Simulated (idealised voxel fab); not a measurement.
Module name: voxel transistor to metal (process module)
Square cell edge 5 nm, section width 185 nm, ID cut.
Notation: cross-section as square-cell grid; stated in bands, top first, going down; one or more cell rows per band. The band entry comprises the height of the band's top followed by the height of its bottom, expressed in nm, and subsequently the band's materials from left to right, each stated together with its width in nm. Where a single material is marked with the word "full width", that material fills the band from edge to edge. The word "empty" represents empty space. Where do heights start? At 0: under that level the wafer as delivered is made of one material only. And the lowest band has no floor; it just carries on downward, as in "0..down". When a width is written as two numbers, as in "30..40", the first number is the width in the top row of cells of the band and the second is the width in its bottom row, and the width changes by the same amount from each row to the next. Step marked "no change"? Then no cell in the cross-section changed in it. "Enclosed void list": empty spaces of 8 cells or more with no open way to the top, each given as width x height at distance, distance from the left edge, all in nm. Formally, on a step line, whatever follows the settings is a remark that the simulator itself makes on the step. overlay nm: mask offset rightward from planned place, masked step; negative means leftward offset.

### Listed below are the process steps as planned
step 1: RECEIVE [material Si]
step 2: OXIDIZE [depth nm 5]
step 3: CONFORMAL_DEP [material SiN] [thk nm 10]
step 4: DIRECTIONAL_DEP [material aC] [thk nm 10]
step 5: PATTERN [tone cover] [mask id ACTIVE] [material resist] [width nm 105] [thk nm 25] [overlay nm 0]
step 6: DIRECTIONAL_ETCH [etch materials aC] [depth nm 10]
step 7: STRIP [etch materials resist]
step 8: DIRECTIONAL_ETCH [etch materials SiN] [depth nm 10]
step 9: DIRECTIONAL_ETCH [etch materials SiO2] [depth nm 5]
step 10: DIRECTIONAL_ETCH [etch materials Si] [depth nm 35]
step 11: STRIP [etch materials aC]
step 12: OXIDIZE [depth nm 5]
step 13: FILL_DEP [material SiO2] [thk nm 5]
step 14: CMP [height nm 10]
step 15: SELECTIVE_ETCH [etch materials SiO2] [depth nm 5]
step 16: STRIP [etch materials SiN]
step 17: SELECTIVE_ETCH [etch materials SiO2] [depth nm 5]
step 18: OXIDIZE [depth nm 5]
step 19: DIRECTIONAL_DEP [material polySi] [thk nm 30]
step 20: DIRECTIONAL_DEP [material SiCN] [thk nm 10]
step 21: PATTERN [tone cover] [mask id GATE] [material resist] [width nm 25] [thk nm 20] [overlay nm -15]
step 22: DIRECTIONAL_ETCH [etch materials SiCN] [depth nm 20]
step 23: DIRECTIONAL_ETCH [etch materials polySi] [depth nm 40]
step 24: STRIP [etch materials resist]
step 25: CONFORMAL_DEP [material SiO2] [thk nm 5]
step 26: DIRECTIONAL_ETCH [etch materials SiO2] [depth nm 5]
step 27: CONFORMAL_DEP [material SiN] [thk nm 5]
step 28: DIRECTIONAL_ETCH [etch materials SiN] [depth nm 5]
step 29: DIRECTIONAL_ETCH [etch materials SiO2] [depth nm 5]
step 30: DIRECTIONAL_ETCH [etch materials Si] [depth nm 10]
step 31: EPI [material nSi] [thk nm 10]
step 32: FILL_DEP [material SiO2] [thk nm 10]
step 33: CMP [height nm 35]
step 34: DIRECTIONAL_DEP [material SiO2] [thk nm 15]
step 35: PATTERN [tone open] [mask id CONTACT] [material resist] [width nm 20] [pitch nm 75] [thk nm 15] [overlay nm 0]
step 36: DIRECTIONAL_ETCH [etch materials SiO2] [depth nm 60]
step 37: STRIP [etch materials resist]
step 38: CONFORMAL_DEP [material TiN] [thk nm 5]
step 39: FILL_DEP [material Ru] [thk nm 5]
step 40: CMP [height nm 50]
step 41: DIRECTIONAL_DEP [material TiN] [thk nm 5]
step 42: DIRECTIONAL_DEP [material W] [thk nm 15]
step 43: DIRECTIONAL_DEP [material aC] [thk nm 15]
step 44: PATTERN [tone cover] [mask id METAL_1] [material resist] [width nm 20] [pitch nm 75] [thk nm 35] [overlay nm 0]
step 45: DIRECTIONAL_ETCH [etch materials aC] [depth nm 15]
step 46: STRIP [etch materials resist]
step 47: DIRECTIONAL_ETCH [etch materials W] [depth nm 15]
step 48: DIRECTIONAL_ETCH [etch materials TiN] [depth nm 5]
step 49: STRIP [etch materials aC]
step 50: CONFORMAL_DEP [material SiN] [thk nm 5]
step 51: FILL_DEP [material lowk] [thk nm 10]
step 52: CMP [height nm 70]
step 53: CONFORMAL_DEP [material SiCN] [thk nm 5]
step 54: DIRECTIONAL_DEP [material SiO2] [thk nm 35]
step 55: MASKED_ETCH [tone open] [mask id METAL_2] [width nm 20] [pitch nm 75] [etch materials SiO2] [depth nm 20] [overlay nm 0]
step 56: MASKED_ETCH [tone open] [mask id METAL_2_HOLES] [width nm 15] [pitch nm 75] [etch materials SiO2] [depth nm 15] [overlay nm 0]
step 57: MASKED_ETCH [tone open] [mask id METAL_2_HOLES] [width nm 15] [pitch nm 75] [etch materials SiCN] [depth nm 5] [overlay nm 0]
step 58: CONFORMAL_DEP [material TiN] [thk nm 5]
step 59: FILL_DEP [material Ru] [thk nm 5]
step 60: CMP [height nm 110]
step 61: CONFORMAL_DEP [material SiN] [thk nm 5]
Quick note for whoever runs this: the wafers start identical, but the overlay nm at step 21 isn't the same across them. The plan just shows what the first wafer had.

### Incoming state of the first of several wafers in cross-section: after step 1
  0..down: Si full width
  Enclosed void list: none

### Take any row and you have a wafer at the end of the module: how many cells of each material it has gained (+) or lost (-) since it was received, and then its closed voids
overlay nm -15, +46 Ru, -220 Si, +41 SiCN, +96 SiN, +630 SiO2, +101 TiN, +24 W, +75 lowk, +28 nSi, +30 polySi, Enclosed void list: none
overlay nm -10, +53 Ru, -220 Si, +41 SiCN, +96 SiN, +630 SiO2, +94 TiN, +24 W, +75 lowk, +28 nSi, +30 polySi, Enclosed void list: none
overlay nm -5, +60 Ru, -220 Si, +41 SiCN, +96 SiN, +621 SiO2, +96 TiN, +24 W, +75 lowk, +28 nSi, +30 polySi, Enclosed void list: none
overlay nm 0, +60 Ru, -220 Si, +41 SiCN, +96 SiN, +621 SiO2, +96 TiN, +24 W, +75 lowk, +28 nSi, +30 polySi, Enclosed void list: none
overlay nm 5, +60 Ru, -220 Si, +41 SiCN, +96 SiN, +621 SiO2, +96 TiN, +24 W, +75 lowk, +28 nSi, +30 polySi, Enclosed void list: none
overlay nm 10, +53 Ru, -220 Si, +41 SiCN, +96 SiN, +630 SiO2, +94 TiN, +24 W, +75 lowk, +28 nSi, +30 polySi, Enclosed void list: none
overlay nm 15, +46 Ru, -220 Si, +41 SiCN, +96 SiN, +630 SiO2, +101 TiN, +24 W, +75 lowk, +28 nSi, +30 polySi, Enclosed void list: none
